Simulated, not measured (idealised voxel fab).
process module | voxel wiring stack
cross-section cut | 205 nm wide | cells 5 nm
A cross-section is a grid of square cells, given in bands from the top down. A band is one or more rows of cells.
Each band's line starts with the height of the band's top and of its bottom, in nm. Then come its materials from left to right, each with its width in nm. One material with "throughout" fills the band from edge to edge. "air" is empty space.
Height 0 is the level under which the wafer as received is all one material. The lowest band goes on downwards, as in "0 down".
A width such as "30 to 40" changes by the same amount from each row of cells to the next, from the band's top row to its bottom row.
"no change" after a step means that no cell of the cross-section changed.
closed voids: empty space of 8 cells or more with no open way to the top, each as width x height at its distance from the left edge, in nm
after a step's settings: what the simulator itself notes on the step
overlay nm, on a step with a mask: how far to the right of its planned place the mask lay; to the left if negative
plan
1 op RECEIVE | material Si
2 op CONFORMAL_DEP | material SiO2 | thk nm 5
3 op DIRECTIONAL_DEP | material TiN | thk nm 5
4 op DIRECTIONAL_DEP | material W | thk nm 20
5 op DIRECTIONAL_DEP | material aC | thk nm 15
6 op PATTERN | tone cover | mask id METAL_1 | material resist | width nm 30 | pitch nm 50 | thk nm 35 | overlay nm 0
7 op DIRECTIONAL_ETCH | etch materials aC | depth nm 15
8 op STRIP | etch materials resist
9 op DIRECTIONAL_ETCH | etch materials W | depth nm 20
10 op DIRECTIONAL_ETCH | etch materials TiN | depth nm 5
11 op STRIP | etch materials aC
12 op FILL_DEP | material lowk | thk nm 5
13 op CMP | height nm 35
14 op CONFORMAL_DEP | material SiCN | thk nm 5
15 op DIRECTIONAL_DEP | material lowk | thk nm 25
16 op MASKED_ETCH | tone open | mask id METAL_2_HOLES | width nm 15 | pitch nm 50 | etch materials lowk | depth nm 25 | overlay nm 0
17 op MASKED_ETCH | tone open | mask id METAL_2 | width nm 30 | pitch nm 50 | etch materials lowk | depth nm 15 | overlay nm 0
18 op MASKED_ETCH | tone open | mask id METAL_2 | width nm 30 | pitch nm 50 | etch materials SiCN | depth nm 5 | overlay nm 0
19 op CONFORMAL_DEP | material TiN | thk nm 5
20 op FILL_DEP | material Cu | thk nm 5
21 op CMP | height nm 65
22 op CONFORMAL_DEP | material SiN | thk nm 5
varied across the wafers: thk nm of step 2. The plan shows the first wafer's value. All wafers start alike
first wafer as received, after step 1
  0 down: Si throughout
  closed voids: none
first wafer at the end, after step 22
  70 to 65: SiN throughout
  65 to 55: lowk 60 | TiN 5 | Cu 20 | TiN 5 | lowk 20 | TiN 5 | Cu 20 | TiN 5 | lowk 65
  55 to 50: lowk 60 | TiN 5 | Cu 5 | TiN 20 | lowk 20 | TiN 5 | Cu 5 | TiN 20 | lowk 65
  50 to 40: lowk 60 | TiN 5 | Cu 5 | TiN 5 | lowk 35 | TiN 5 | Cu 5 | TiN 5 | lowk 80
  40 to 35: SiCN 60 | TiN 15 | SiCN 35 | TiN 15 | SiCN 80
  35 to 30: lowk throughout
  30 to 10: lowk 60 | W 30 | lowk 20 | W 30 | lowk 65
  10 to 5: lowk 60 | TiN 30 | lowk 20 | TiN 30 | lowk 65
  5 to 0: SiO2 throughout
  0 down: Si throughout
  closed voids: none
last wafer at the end
  70 to 65: SiN throughout
  65 to 55: lowk 60 | TiN 5 | Cu 20 | TiN 5 | lowk 20 | TiN 5 | Cu 20 | TiN 5 | lowk 65
  55 to 50: lowk 60 | TiN 5 | Cu 5 | TiN 20 | lowk 20 | TiN 5 | Cu 5 | TiN 20 | lowk 65
  50 to 40: lowk 60 | TiN 5 | Cu 5 | TiN 5 | lowk 35 | TiN 5 | Cu 5 | TiN 5 | lowk 80
  40 to 35: SiCN 60 | TiN 15 | SiCN 35 | TiN 15 | SiCN 80
  35 to 30: lowk 60 | W 30 | lowk 20 | W 30 | lowk 65
  30 to 25: lowk 60 | TiN 30 | lowk 20 | TiN 30 | lowk 65
  25 to 0: SiO2 throughout
  0 down: Si throughout
  closed voids: none
each wafer at the end: cells of each material gained (+) or lost (-) since it was received, then its closed voids
thk nm 5 | +22 Cu | +35 SiCN | +41 SiN | +41 SiO2 | +44 TiN | +48 W | +343 lowk | closed voids: none
thk nm 10 | +22 Cu | +35 SiCN | +41 SiN | +82 SiO2 | +44 TiN | +48 W | +302 lowk | closed voids: none
thk nm 15 | +22 Cu | +35 SiCN | +41 SiN | +123 SiO2 | +44 TiN | +36 W | +273 lowk | closed voids: none
thk nm 20 | +22 Cu | +35 SiCN | +41 SiN | +164 SiO2 | +44 TiN | +24 W | +244 lowk | closed voids: none
thk nm 25 | +22 Cu | +35 SiCN | +41 SiN | +205 SiO2 | +44 TiN | +12 W | +215 lowk | closed voids: none
